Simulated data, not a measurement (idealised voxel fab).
Documented hereafter: the process module known as voxel capacitor over wiring.
FYI the section here is cut, 140 nm wide, cells are 5 nm squares.
A cross-section is a grid of square cells, given in bands from the top down. A band is one or more rows of cells.
For a band, the entry starts with two heights in nm, that of the top and then that of the bottom, and carries on with the band's materials in order from left to right, each alongside its width in nm; the word "edge to edge" beside a single material means it fills the band edge to edge, and "blank" means empty space.
We count height from 0. Below that, the starting wafer is all one material. The lowest band never ends at the bottom but goes on down; see "0 down" for how that is written.
It should be noted that a width expressed as "30->40" varies in equal increments from row to row of cells within the band, taking the value of the first number at the top row and that of the second number at the bottom row.
It should be understood that the words "nothing got changed", when stated for a given step, signify that the cross-section underwent no change in any of its cells during that step.
Any empty space of 8 cells or more lacking an open way to the top shows up in "Entrapped voids" as width x height at distance, distance from the left edge, in nm.
The remark found on a step's line after its settings is issued by the simulator itself and pertains to that step.
The setting "overlay nm" may be written on the line of a step. When the step uses a mask, the value reports how far to the right of the planned place the mask lay, and a negative value reports that it lay to the left.
**plan**
1,RECEIVE [material Si]
2,CONFORMAL_DEP [material SiO2] [thk nm 15]
3,DIRECTIONAL_DEP [material TiN] [thk nm 5]
4,DIRECTIONAL_DEP [material Ru] [thk nm 15]
5,PATTERN [tone cover] [mask id METAL_1] [material resist] [width nm 25] [pitch nm 85] [thk nm 15] [overlay nm 0]
6,DIRECTIONAL_ETCH [etch materials Ru] [depth nm 15]
7,DIRECTIONAL_ETCH [etch materials TiN] [depth nm 5]
8,STRIP [etch materials resist]
9,FILL_DEP [material lowk] [thk nm 10]
10,CMP [height nm 35]
11,CONFORMAL_DEP [material SiCN] [thk nm 5]
12,DIRECTIONAL_DEP [material lowk] [thk nm 20]
13,PATTERN [tone open] [mask id PLUG_1] [material resist] [width nm 15] [thk nm 15] [overlay nm 0]
14,DIRECTIONAL_ETCH [etch materials lowk] [depth nm 20]
15,DIRECTIONAL_ETCH [etch materials SiCN] [depth nm 5]
16,STRIP [etch materials resist]
17,EPI [material Ru] [thk nm 10]
18,EPI [material Ru] [thk nm 10]
19,EPI [material Ru] [thk nm 5]
20,DIRECTIONAL_DEP [material TiN] [thk nm 10]
21,DIRECTIONAL_DEP [material SiN] [thk nm 5]
22,DIRECTIONAL_DEP [material TiN] [thk nm 5]
23,MASKED_ETCH [tone cover] [mask id UPPER_PLATE] [width nm 65] [etch materials TiN] [depth nm 5] [overlay nm 0]
24,MASKED_ETCH [tone cover] [mask id UPPER_PLATE] [width nm 65] [etch materials SiN] [depth nm 5] [overlay nm 0]
25,MASKED_ETCH [tone cover] [mask id LOWER_PLATE] [width nm 75] [etch materials TiN] [depth nm 10] [overlay nm 0]
26,FILL_DEP [material SiO2] [thk nm 15]
27,CMP [height nm 90]
28,MASKED_ETCH [tone open] [mask id PLUG_2] [width nm 15] [etch materials SiO2] [depth nm 10] [overlay nm -15]
29,CONFORMAL_DEP [material TiN] [thk nm 5]
30,FILL_DEP [material Ru] [thk nm 10]
31,CMP [height nm 90]
32,CONFORMAL_DEP [material SiCN] [thk nm 5]
Across this set of wafers, the varied parameter is the overlay nm of step 28. Starting conditions are identical for every wafer, and the plan reports the value assigned to the first wafer.
**Step 1 complete: as-received cross-section of the first of several wafers**
	0 down = Si edge to edge
	Entrapped voids: none
**Where each wafer stands at the end of the module, a row apiece: cells of each material gained (+) or lost (-) since it was received, then closed voids**
overlay nm -15; +46 Ru; +53 SiCN; +13 SiN; +190 SiO2; +58 TiN; +172 lowk; Entrapped voids: none
overlay nm -10; +46 Ru; +53 SiCN; +13 SiN; +190 SiO2; +58 TiN; +172 lowk; Entrapped voids: none
overlay nm -5; +46 Ru; +53 SiCN; +13 SiN; +190 SiO2; +58 TiN; +172 lowk; Entrapped voids: none
overlay nm 0; +46 Ru; +53 SiCN; +13 SiN; +190 SiO2; +58 TiN; +172 lowk; Entrapped voids: none
overlay nm 5; +46 Ru; +53 SiCN; +13 SiN; +190 SiO2; +58 TiN; +172 lowk; Entrapped voids: none
overlay nm 10; +46 Ru; +53 SiCN; +13 SiN; +190 SiO2; +58 TiN; +172 lowk; Entrapped voids: none
overlay nm 15; +46 Ru; +53 SiCN; +13 SiN; +190 SiO2; +58 TiN; +172 lowk; Entrapped voids: none
